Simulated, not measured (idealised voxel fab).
Process module under the name voxel wiring stack
Section shown: cut. Width: 290 nm. Cell size: 5 nm, square.
In this document a cross-section is written as a grid of square cells. It is given as a series of bands, listed from the top down, and a band is one or more rows of cells.
Heads up on the band format: heights come first, top then bottom, in nm. After that it's the materials left to right, each with its width in nm. A single material flagged "edge to edge" fills the whole band edge to edge, and "air" means there's empty space there.
The reference from which all heights are counted is 0, the level beneath which the as-received wafer is entirely one material; the lowest band, having no lower bound, proceeds downward and is written after the example "top 0, no bottom".
Width spec "30 to 40" -> top row of cells at first value, bottom row at second value, equal per-row change in between.
It should be understood that the words "remained the same", when stated for a given step, signify that the cross-section underwent no change in any of its cells during that step.
You'll see "Enclosed voids" listing empty spaces that have no way open to the top, as long as they're 8 cells or more; the notation is width x height at distance, where the distance is from the left edge, and all of it is in nm.
Read whatever lies past the settings on a step's line as the simulator's own remark about the step.
If you see "overlay nm" on a step's line and that step has a mask, it's telling you how far right of where it was planned the mask ended up; a negative number means it went left instead.

Plan:
1 RECEIVE, material Si
2 CONFORMAL_DEP, material SiO2, thk nm 15
3 DIRECTIONAL_DEP, material TiN, thk nm 5
4 DIRECTIONAL_DEP, material Ru, thk nm 25
5 DIRECTIONAL_DEP, material aC, thk nm 10
6 PATTERN, tone cover, mask id METAL_1, material resist, width nm 25, pitch nm 40, thk nm 30, overlay nm 0
7 DIRECTIONAL_ETCH, etch materials aC, depth nm 10
8 STRIP, etch materials resist
9 DIRECTIONAL_ETCH, etch materials Ru, depth nm 25
10 DIRECTIONAL_ETCH, etch materials TiN, depth nm 5
11 STRIP, etch materials aC
12 FILL_DEP, material lowk, thk nm 10
13 CMP, height nm 45
14 CONFORMAL_DEP, material SiCN, thk nm 5
15 DIRECTIONAL_DEP, material SiO2, thk nm 20
16 PATTERN, tone open, mask id PLUG_1, material resist, width nm 15, pitch nm 40, thk nm 20, overlay nm 0
17 DIRECTIONAL_ETCH, etch materials SiO2, depth nm 20
18 DIRECTIONAL_ETCH, etch materials SiCN, depth nm 5
19 STRIP, etch materials resist
20 EPI, material Ru, thk nm 10
21 EPI, material Ru, thk nm 10
22 EPI, material Ru, thk nm 5
23 DIRECTIONAL_DEP, material TiN, thk nm 5
24 DIRECTIONAL_DEP, material Ru, thk nm 20
25 DIRECTIONAL_DEP, material aC, thk nm 15
26 PATTERN, tone cover, mask id METAL_2, material resist, width nm 25, pitch nm 40, thk nm 30, overlay nm 0
27 DIRECTIONAL_ETCH, etch materials aC, depth nm 15
28 STRIP, etch materials resist
29 DIRECTIONAL_ETCH, etch materials Ru, depth nm 20
30 DIRECTIONAL_ETCH, etch materials TiN, depth nm 5
31 STRIP, etch materials aC
32 FILL_DEP, material lowk, thk nm 10
33 CMP, height nm 95
34 CONFORMAL_DEP, material SiCN, thk nm 5
35 DIRECTIONAL_DEP, material SiO2, thk nm 30
36 DIRECTIONAL_DEP, material aC, thk nm 10
37 PATTERN, tone open, mask id METAL_3, material resist, width nm 25, pitch nm 40, thk nm 25, overlay nm 0
38 DIRECTIONAL_ETCH, etch materials aC, depth nm 10
39 STRIP, etch materials resist
40 DIRECTIONAL_ETCH, etch materials SiO2, depth nm 15
41 STRIP, etch materials aC
42 PATTERN, tone open, mask id METAL_3_HOLES, material resist, width nm 15, thk nm 15, overlay nm 0
43 DIRECTIONAL_ETCH, etch materials SiO2, depth nm 15
44 DIRECTIONAL_ETCH, etch materials SiCN, depth nm 5
45 STRIP, etch materials resist
46 CONFORMAL_DEP, material TiN, thk nm 5
47 FILL_DEP, material Cu, thk nm 5
48 CMP, height nm 130
49 CONFORMAL_DEP, material SiCN, thk nm 5
50 DIRECTIONAL_DEP, material SiO2, thk nm 25
51 MASKED_ETCH, tone open, mask id METAL_4_HOLES, width nm 15, pitch nm 40, etch materials SiO2, depth nm 25, overlay nm 0
52 PATTERN, tone open, mask id METAL_4, material resist, width nm 25, pitch nm 40, thk nm 20, overlay nm 0
53 DIRECTIONAL_ETCH, etch materials SiO2, depth nm 15
54 DIRECTIONAL_ETCH, etch materials SiCN, depth nm 5
55 STRIP, etch materials resist
56 CONFORMAL_DEP, material TiN, thk nm 5
57 FILL_DEP, material Cu, thk nm 5
58 CMP, height nm 160
59 CONFORMAL_DEP, material SiCN, thk nm 5

First of two wafers, with the run carried out as planned:

Cross-section of the wafer as it came to us, i.e., already through step 1:
  top 0, no bottom = Si edge to edge
  Enclosed voids: none

Wafer after step 2 (cross-section):
  top 15, bottom 0 = SiO2 edge to edge
  Everything below 0 is unchanged.

Wafer after step 3 (cross-section):
  top 20, bottom 15 = TiN edge to edge
  Everything below 15 is unchanged.

Wafer after step 4 (cross-section):
  top 45, bottom 20 = Ru edge to edge
  Everything below 20 is unchanged.

Wafer after step 5 (cross-section):
  top 55, bottom 45 = aC edge to edge
  Everything below 45 is unchanged.

Wafer after step 6 (cross-section):
  top 85, bottom 55 = air=110, resist=25, air=15, resist=25, air=115
  Everything below 55 is unchanged.

Wafer after step 7 (cross-section):
  top 75, bottom 55 = air=110, resist=25, air=15, resist=25, air=115
  top 55, bottom 45 = air=110, aC=25, air=15, aC=25, air=115
  Everything below 45 is unchanged.

Wafer after step 8 (cross-section):
  top 55, bottom 45 = air=110, aC=25, air=15, aC=25, air=115
  Everything below 45 is unchanged.

Wafer after step 9 (cross-section):
  top 55, bottom 45 = air=110, aC=25, air=15, aC=25, air=115
  top 45, bottom 20 = air=110, Ru=25, air=15, Ru=25, air=115
  Everything below 20 is unchanged.

Wafer after step 10 (cross-section):
  top 55, bottom 45 = air=110, aC=25, air=15, aC=25, air=115
  top 45, bottom 20 = air=110, Ru=25, air=15, Ru=25, air=115
  top 20, bottom 15 = air=110, TiN=25, air=15, TiN=25, air=115
  Everything below 15 is unchanged.

Wafer after step 11 (cross-section):
  top 45, bottom 20 = air=110, Ru=25, air=15, Ru=25, air=115
  Everything below 20 is unchanged.

Wafer after step 12 (cross-section):
  top 55, bottom 45 = lowk edge to edge
  top 45, bottom 20 = lowk=110, Ru=25, lowk=15, Ru=25, lowk=115
  top 20, bottom 15 = lowk=110, TiN=25, lowk=15, TiN=25, lowk=115
  Everything below 15 is unchanged.

Wafer after step 13 (cross-section):
  top 45, bottom 20 = lowk=110, Ru=25, lowk=15, Ru=25, lowk=115
  Everything below 20 is unchanged.

Wafer after step 14 (cross-section):
  top 50, bottom 45 = SiCN edge to edge
  Everything below 45 is unchanged.

Wafer after step 15 (cross-section):
  top 70, bottom 50 = SiO2 edge to edge
  Everything below 50 is unchanged.

Wafer after step 16 (cross-section):
  top 90, bottom 70 = resist=110, air=15, resist=25, air=15, resist=125
  Everything below 70 is unchanged.

Wafer after step 17 (cross-section):
  top 90, bottom 70 = resist=110, air=15, resist=25, air=15, resist=125
  top 70, bottom 50 = SiO2=110, air=15, SiO2=25, air=15, SiO2=125
  Everything below 50 is unchanged.

Wafer after step 18 (cross-section):
  top 90, bottom 70 = resist=110, air=15, resist=25, air=15, resist=125
  top 70, bottom 50 = SiO2=110, air=15, SiO2=25, air=15, SiO2=125
  top 50, bottom 45 = SiCN=110, air=15, SiCN=25, air=15, SiCN=125
  Everything below 45 is unchanged.

Wafer after step 19 (cross-section):
  top 70, bottom 50 = SiO2=110, air=15, SiO2=25, air=15, SiO2=125
  Everything below 50 is unchanged.

Wafer after step 20 (cross-section):
  top 70, bottom 55 = SiO2=110, air=15, SiO2=25, air=15, SiO2=125
  top 55, bottom 50 = SiO2=110, Ru=15, SiO2=25, Ru=15, SiO2=125
  top 50, bottom 45 = SiCN=110, Ru=15, SiCN=25, Ru=15, SiCN=125
  Everything below 45 is unchanged.

Wafer after step 21 (cross-section):
  top 70, bottom 65 = SiO2=110, air=15, SiO2=25, air=15, SiO2=125
  top 65, bottom 50 = SiO2=110, Ru=15, SiO2=25, Ru=15, SiO2=125
  Everything below 50 is unchanged.

Wafer after step 22 (cross-section):
  top 70, bottom 50 = SiO2=110, Ru=15, SiO2=25, Ru=15, SiO2=125
  Everything below 50 is unchanged.

Wafer after step 23 (cross-section):
  top 75, bottom 70 = TiN edge to edge
  Everything below 70 is unchanged.

Wafer after step 24 (cross-section):
  top 95, bottom 75 = Ru edge to edge
  Everything below 75 is unchanged.

Wafer after step 25 (cross-section):
  top 110, bottom 95 = aC edge to edge
  Everything below 95 is unchanged.

Wafer after step 26 (cross-section):
  top 140, bottom 110 = air=110, resist=25, air=15, resist=25, air=115
  Everything below 110 is unchanged.

Wafer after step 27 (cross-section):
  top 125, bottom 110 = air=110, resist=25, air=15, resist=25, air=115
  top 110, bottom 95 = air=110, aC=25, air=15, aC=25, air=115
  Everything below 95 is unchanged.

Wafer after step 28 (cross-section):
  top 110, bottom 95 = air=110, aC=25, air=15, aC=25, air=115
  Everything below 95 is unchanged.

Wafer after step 29 (cross-section):
  top 110, bottom 95 = air=110, aC=25, air=15, aC=25, air=115
  top 95, bottom 75 = air=110, Ru=25, air=15, Ru=25, air=115
  Everything below 75 is unchanged.

Wafer after step 30 (cross-section):
  top 110, bottom 95 = air=110, aC=25, air=15, aC=25, air=115
  top 95, bottom 75 = air=110, Ru=25, air=15, Ru=25, air=115
  top 75, bottom 70 = air=110, TiN=25, air=15, TiN=25, air=115
  Everything below 70 is unchanged.

Wafer after step 31 (cross-section):
  top 95, bottom 75 = air=110, Ru=25, air=15, Ru=25, air=115
  Everything below 75 is unchanged.

Wafer after step 32 (cross-section):
  top 105, bottom 95 = lowk edge to edge
  top 95, bottom 75 = lowk=110, Ru=25, lowk=15, Ru=25, lowk=115
  top 75, bottom 70 = lowk=110, TiN=25, lowk=15, TiN=25, lowk=115
  Everything below 70 is unchanged.

Wafer after step 33 (cross-section):
  top 95, bottom 75 = lowk=110, Ru=25, lowk=15, Ru=25, lowk=115
  Everything below 75 is unchanged.

Wafer after step 34 (cross-section):
  top 100, bottom 95 = SiCN edge to edge
  Everything below 95 is unchanged.

Wafer after step 35 (cross-section):
  top 130, bottom 100 = SiO2 edge to edge
  Everything below 100 is unchanged.

Wafer after step 36 (cross-section):
  top 140, bottom 130 = aC edge to edge
  Everything below 130 is unchanged.

Wafer after step 37 (cross-section):
  top 165, bottom 140 = resist=110, air=25, resist=15, air=25, resist=115
  Everything below 140 is unchanged.

Wafer after step 38 (cross-section):
  top 155, bottom 140 = resist=110, air=25, resist=15, air=25, resist=115
  top 140, bottom 130 = aC=110, air=25, aC=15, air=25, aC=115
  Everything below 130 is unchanged.

Wafer after step 39 (cross-section):
  top 140, bottom 130 = aC=110, air=25, aC=15, air=25, aC=115
  Everything below 130 is unchanged.

Wafer after step 40 (cross-section):
  top 140, bottom 130 = aC=110, air=25, aC=15, air=25, aC=115
  top 130, bottom 115 = SiO2=110, air=25, SiO2=15, air=25, SiO2=115
  Everything below 115 is unchanged.

Wafer after step 41 (cross-section):
  top 130, bottom 115 = SiO2=110, air=25, SiO2=15, air=25, SiO2=115
  Everything below 115 is unchanged.

Wafer after step 42 (cross-section):
  top 145, bottom 130 = resist=110, air=15, resist=165
  top 130, bottom 115 = SiO2=110, air=15, resist=10, SiO2=15, resist=25, SiO2=115
  Everything below 115 is unchanged.

Wafer after step 43 (cross-section):
  top 145, bottom 130 = resist=110, air=15, resist=165
  top 130, bottom 115 = SiO2=110, air=15, resist=10, SiO2=15, resist=25, SiO2=115
  top 115, bottom 100 = SiO2=110, air=15, SiO2=165
  Everything below 100 is unchanged.

Wafer after step 44 (cross-section):
  top 145, bottom 130 = resist=110, air=15, resist=165
  top 130, bottom 115 = SiO2=110, air=15, resist=10, SiO2=15, resist=25, SiO2=115
  top 115, bottom 100 = SiO2=110, air=15, SiO2=165
  top 100, bottom 95 = SiCN=110, air=15, SiCN=165
  Everything below 95 is unchanged.

Wafer after step 45 (cross-section):
  top 130, bottom 115 = SiO2=110, air=25, SiO2=15, air=25, SiO2=115
  Everything below 115 is unchanged.

Wafer after step 46 (cross-section):
  top 135, bottom 130 = TiN=115, air=15, TiN=25, air=15, TiN=120
  top 130, bottom 120 = SiO2=110, TiN=5, air=15, TiN=5, SiO2=15, TiN=5, air=15, TiN=5, SiO2=115
  top 120, bottom 115 = SiO2=110, TiN=5, air=5, TiN=15, SiO2=15, TiN=25, SiO2=115
  top 115, bottom 100 = SiO2=110, TiN=5, air=5, TiN=5, SiO2=165
  top 100, bottom 95 = SiCN=110, TiN=15, SiCN=165
  Everything below 95 is unchanged.

Wafer after step 47 (cross-section):
  top 140, bottom 135 = Cu edge to edge
  top 135, bottom 130 = TiN=115, Cu=15, TiN=25, Cu=15, TiN=120
  top 130, bottom 120 = SiO2=110, TiN=5, Cu=15, TiN=5, SiO2=15, TiN=5, Cu=15, TiN=5, SiO2=115
  top 120, bottom 115 = SiO2=110, TiN=5, Cu=5, TiN=15, SiO2=15, TiN=25, SiO2=115
  top 115, bottom 100 = SiO2=110, TiN=5, Cu=5, TiN=5, SiO2=165
  Everything below 100 is unchanged.

Wafer after step 48 (cross-section):
  top 130, bottom 120 = SiO2=110, TiN=5, Cu=15, TiN=5, SiO2=15, TiN=5, Cu=15, TiN=5, SiO2=115
  Everything below 120 is unchanged.

Wafer after step 49 (cross-section):
  top 135, bottom 130 = SiCN edge to edge
  Everything below 130 is unchanged.

Wafer after step 50 (cross-section):
  top 160, bottom 135 = SiO2 edge to edge
  Everything below 135 is unchanged.

Wafer after step 51 (cross-section):
  top 160, bottom 135 = SiO2=110, air=15, SiO2=25, air=15, SiO2=125
  Everything below 135 is unchanged.

Wafer after step 52 (cross-section):
  top 180, bottom 160 = resist=110, air=25, resist=15, air=25, resist=115
  Everything below 160 is unchanged.

Wafer after step 53 (cross-section):
  top 180, bottom 160 = resist=110, air=25, resist=15, air=25, resist=115
  top 160, bottom 145 = SiO2=110, air=25, SiO2=15, air=25, SiO2=115
  Everything below 145 is unchanged.

Wafer after step 54 (cross-section):
  top 180, bottom 160 = resist=110, air=25, resist=15, air=25, resist=115
  top 160, bottom 145 = SiO2=110, air=25, SiO2=15, air=25, SiO2=115
  top 145, bottom 135 = SiO2=110, air=15, SiO2=25, air=15, SiO2=125
  top 135, bottom 130 = SiCN=110, air=15, SiCN=25, air=15, SiCN=125
  Everything below 130 is unchanged.

Wafer after step 55 (cross-section):
  top 160, bottom 145 = SiO2=110, air=25, SiO2=15, air=25, SiO2=115
  Everything below 145 is unchanged.

Wafer after step 56 (cross-section):
  top 165, bottom 160 = TiN=115, air=15, TiN=25, air=15, TiN=120
  top 160, bottom 150 = SiO2=110, TiN=5, air=15, TiN=5, SiO2=15, TiN=5, air=15, TiN=5, SiO2=115
  top 150, bottom 145 = SiO2=110, TiN=5, air=5, TiN=15, SiO2=15, TiN=5, air=5, TiN=15, SiO2=115
  top 145, bottom 135 = SiO2=110, TiN=5, air=5, TiN=5, SiO2=25, TiN=5, air=5, TiN=5, SiO2=125
  top 135, bottom 130 = SiCN=110, TiN=15, SiCN=25, TiN=15, SiCN=125
  Everything below 130 is unchanged.

Wafer after step 57 (cross-section):
  top 170, bottom 165 = Cu edge to edge
  top 165, bottom 160 = TiN=115, Cu=15, TiN=25, Cu=15, TiN=120
  top 160, bottom 150 = SiO2=110, TiN=5, Cu=15, TiN=5, SiO2=15, TiN=5, Cu=15, TiN=5, SiO2=115
  top 150, bottom 145 = SiO2=110, TiN=5, Cu=5, TiN=15, SiO2=15, TiN=5, Cu=5, TiN=15, SiO2=115
  top 145, bottom 135 = SiO2=110, TiN=5, Cu=5, TiN=5, SiO2=25, TiN=5, Cu=5, TiN=5, SiO2=125
  Everything below 135 is unchanged.

Wafer after step 58 (cross-section):
  top 160, bottom 150 = SiO2=110, TiN=5, Cu=15, TiN=5, SiO2=15, TiN=5, Cu=15, TiN=5, SiO2=115
  Everything below 150 is unchanged.

Wafer after step 59 (cross-section):
  top 165, bottom 160 = SiCN edge to edge
  Everything below 160 is unchanged.

Second wafer. Start and plan as for the first. One mistake made in running. Agrees with the first up to and including step 25:

Second wafer, cross-section, planned end of step 26:
  top 140, bottom 110 = resist=110, air=25, resist=15, air=25, resist=115
  Everything below 110 is unchanged.

Second wafer, cross-section, planned end of step 27:
  top 125, bottom 110 = resist=110, air=25, resist=15, air=25, resist=115
  top 110, bottom 95 = aC=110, air=25, aC=15, air=25, aC=115
  Everything below 95 is unchanged.

Second wafer, cross-section, planned end of step 28:
  top 110, bottom 95 = aC=110, air=25, aC=15, air=25, aC=115
  Everything below 95 is unchanged.

Second wafer, cross-section, planned end of step 29:
  top 110, bottom 95 = aC=110, air=25, aC=15, air=25, aC=115
  top 95, bottom 75 = Ru=110, air=25, Ru=15, air=25, Ru=115
  Everything below 75 is unchanged.

Second wafer, cross-section, planned end of step 30:
  top 110, bottom 95 = aC=110, air=25, aC=15, air=25, aC=115
  top 95, bottom 75 = Ru=110, air=25, Ru=15, air=25, Ru=115
  top 75, bottom 70 = TiN=110, air=25, TiN=15, air=25, TiN=115
  Everything below 70 is unchanged.

Second wafer, cross-section, planned end of step 31:
  top 95, bottom 75 = Ru=110, air=25, Ru=15, air=25, Ru=115
  Everything below 75 is unchanged.

Second wafer, cross-section, planned end of step 32:
  top 105, bottom 95 = lowk edge to edge
  top 95, bottom 75 = Ru=110, lowk=25, Ru=15, lowk=25, Ru=115
  top 75, bottom 70 = TiN=110, lowk=25, TiN=15, lowk=25, TiN=115
  Everything below 70 is unchanged.

Second wafer, cross-section, planned end of step 33:
  top 95, bottom 75 = Ru=110, lowk=25, Ru=15, lowk=25, Ru=115
  Everything below 75 is unchanged.

Second wafer, cross-section, planned end of step 34:
  top 100, bottom 95 = SiCN edge to edge
  Everything below 95 is unchanged.

Second wafer, cross-section, planned end of step 35:
  top 130, bottom 100 = SiO2 edge to edge
  Everything below 100 is unchanged.

Second wafer, cross-section, planned end of step 36:
  top 140, bottom 130 = aC edge to edge
  Everything below 130 is unchanged.

Second wafer, cross-section, planned end of step 37:
  top 165, bottom 140 = resist=110, air=25, resist=15, air=25, resist=115
  Everything below 140 is unchanged.

Second wafer, cross-section, planned end of step 38:
  top 155, bottom 140 = resist=110, air=25, resist=15, air=25, resist=115
  top 140, bottom 130 = aC=110, air=25, aC=15, air=25, aC=115
  Everything below 130 is unchanged.

Second wafer, cross-section, planned end of step 39:
  top 140, bottom 130 = aC=110, air=25, aC=15, air=25, aC=115
  Everything below 130 is unchanged.

Second wafer, cross-section, planned end of step 40:
  top 140, bottom 130 = aC=110, air=25, aC=15, air=25, aC=115
  top 130, bottom 115 = SiO2=110, air=25, SiO2=15, air=25, SiO2=115
  Everything below 115 is unchanged.

Second wafer, cross-section, planned end of step 41:
  top 130, bottom 115 = SiO2=110, air=25, SiO2=15, air=25, SiO2=115
  Everything below 115 is unchanged.

Second wafer, cross-section, planned end of step 42:
  top 145, bottom 130 = resist=110, air=15, resist=165
  top 130, bottom 115 = SiO2=110, air=15, resist=10, SiO2=15, resist=25, SiO2=115
  Everything below 115 is unchanged.

Second wafer, cross-section, planned end of step 43:
  top 145, bottom 130 = resist=110, air=15, resist=165
  top 130, bottom 115 = SiO2=110, air=15, resist=10, SiO2=15, resist=25, SiO2=115
  top 115, bottom 100 = SiO2=110, air=15, SiO2=165
  Everything below 100 is unchanged.

Second wafer, cross-section, planned end of step 44:
  top 145, bottom 130 = resist=110, air=15, resist=165
  top 130, bottom 115 = SiO2=110, air=15, resist=10, SiO2=15, resist=25, SiO2=115
  top 115, bottom 100 = SiO2=110, air=15, SiO2=165
  top 100, bottom 95 = SiCN=110, air=15, SiCN=165
  Everything below 95 is unchanged.

Second wafer, cross-section, planned end of step 45:
  top 130, bottom 115 = SiO2=110, air=25, SiO2=15, air=25, SiO2=115
  Everything below 115 is unchanged.

Second wafer, cross-section, planned end of step 46:
  top 135, bottom 130 = TiN=115, air=15, TiN=25, air=15, TiN=120
  top 130, bottom 120 = SiO2=110, TiN=5, air=15, TiN=5, SiO2=15, TiN=5, air=15, TiN=5, SiO2=115
  top 120, bottom 115 = SiO2=110, TiN=5, air=5, TiN=15, SiO2=15, TiN=25, SiO2=115
  top 115, bottom 100 = SiO2=110, TiN=5, air=5, TiN=5, SiO2=165
  top 100, bottom 95 = SiCN=110, TiN=15, SiCN=165
  Everything below 95 is unchanged.

Second wafer, cross-section, planned end of step 47:
  top 140, bottom 135 = Cu edge to edge
  top 135, bottom 130 = TiN=115, Cu=15, TiN=25, Cu=15, TiN=120
  top 130, bottom 120 = SiO2=110, TiN=5, Cu=15, TiN=5, SiO2=15, TiN=5, Cu=15, TiN=5, SiO2=115
  top 120, bottom 115 = SiO2=110, TiN=5, Cu=5, TiN=15, SiO2=15, TiN=25, SiO2=115
  top 115, bottom 100 = SiO2=110, TiN=5, Cu=5, TiN=5, SiO2=165
  Everything below 100 is unchanged.

Second wafer, cross-section, planned end of step 48:
  top 130, bottom 120 = SiO2=110, TiN=5, Cu=15, TiN=5, SiO2=15, TiN=5, Cu=15, TiN=5, SiO2=115
  Everything below 120 is unchanged.

Second wafer, cross-section, planned end of step 49:
  top 135, bottom 130 = SiCN edge to edge
  Everything below 130 is unchanged.

Second wafer, cross-section, planned end of step 50:
  top 160, bottom 135 = SiO2 edge to edge
  Everything below 135 is unchanged.

Second wafer, cross-section, planned end of step 51:
  top 160, bottom 135 = SiO2=110, air=15, SiO2=25, air=15, SiO2=125
  Everything below 135 is unchanged.

Second wafer, cross-section, planned end of step 52:
  top 180, bottom 160 = resist=110, air=25, resist=15, air=25, resist=115
  Everything below 160 is unchanged.

Second wafer, cross-section, planned end of step 53:
  top 180, bottom 160 = resist=110, air=25, resist=15, air=25, resist=115
  top 160, bottom 145 = SiO2=110, air=25, SiO2=15, air=25, SiO2=115
  Everything below 145 is unchanged.

Second wafer, cross-section, planned end of step 54:
  top 180, bottom 160 = resist=110, air=25, resist=15, air=25, resist=115
  top 160, bottom 145 = SiO2=110, air=25, SiO2=15, air=25, SiO2=115
  top 145, bottom 135 = SiO2=110, air=15, SiO2=25, air=15, SiO2=125
  top 135, bottom 130 = SiCN=110, air=15, SiCN=25, air=15, SiCN=125
  Everything below 130 is unchanged.

Second wafer, cross-section, planned end of step 55:
  top 160, bottom 145 = SiO2=110, air=25, SiO2=15, air=25, SiO2=115
  Everything below 145 is unchanged.

Second wafer, cross-section, planned end of step 56:
  top 165, bottom 160 = TiN=115, air=15, TiN=25, air=15, TiN=120
  top 160, bottom 150 = SiO2=110, TiN=5, air=15, TiN=5, SiO2=15, TiN=5, air=15, TiN=5, SiO2=115
  top 150, bottom 145 = SiO2=110, TiN=5, air=5, TiN=15, SiO2=15, TiN=5, air=5, TiN=15, SiO2=115
  top 145, bottom 135 = SiO2=110, TiN=5, air=5, TiN=5, SiO2=25, TiN=5, air=5, TiN=5, SiO2=125
  top 135, bottom 130 = SiCN=110, TiN=15, SiCN=25, TiN=15, SiCN=125
  Everything below 130 is unchanged.

Second wafer, cross-section, planned end of step 57:
  top 170, bottom 165 = Cu edge to edge
  top 165, bottom 160 = TiN=115, Cu=15, TiN=25, Cu=15, TiN=120
  top 160, bottom 150 = SiO2=110, TiN=5, Cu=15, TiN=5, SiO2=15, TiN=5, Cu=15, TiN=5, SiO2=115
  top 150, bottom 145 = SiO2=110, TiN=5, Cu=5, TiN=15, SiO2=15, TiN=5, Cu=5, TiN=15, SiO2=115
  top 145, bottom 135 = SiO2=110, TiN=5, Cu=5, TiN=5, SiO2=25, TiN=5, Cu=5, TiN=5, SiO2=125
  Everything below 135 is unchanged.

Second wafer, cross-section, planned end of step 58:
  top 160, bottom 150 = SiO2=110, TiN=5, Cu=15, TiN=5, SiO2=15, TiN=5, Cu=15, TiN=5, SiO2=115
  Everything below 150 is unchanged.

Second wafer, cross-section, planned end of step 59:
  top 165, bottom 160 = SiCN edge to edge
  Everything below 160 is unchanged.
Plan not followed: step 26 went in with a setting other than planned; the actual run was PATTERN, tone open, mask id METAL_2, material resist, width nm 25, pitch nm 40, thk nm 30, overlay nm 0
It is noted that, at the conclusion of processing, the second wafer exhibits a higher or lower cell count for certain materials relative to the first: Ru +152 | TiN +38 | lowk -190
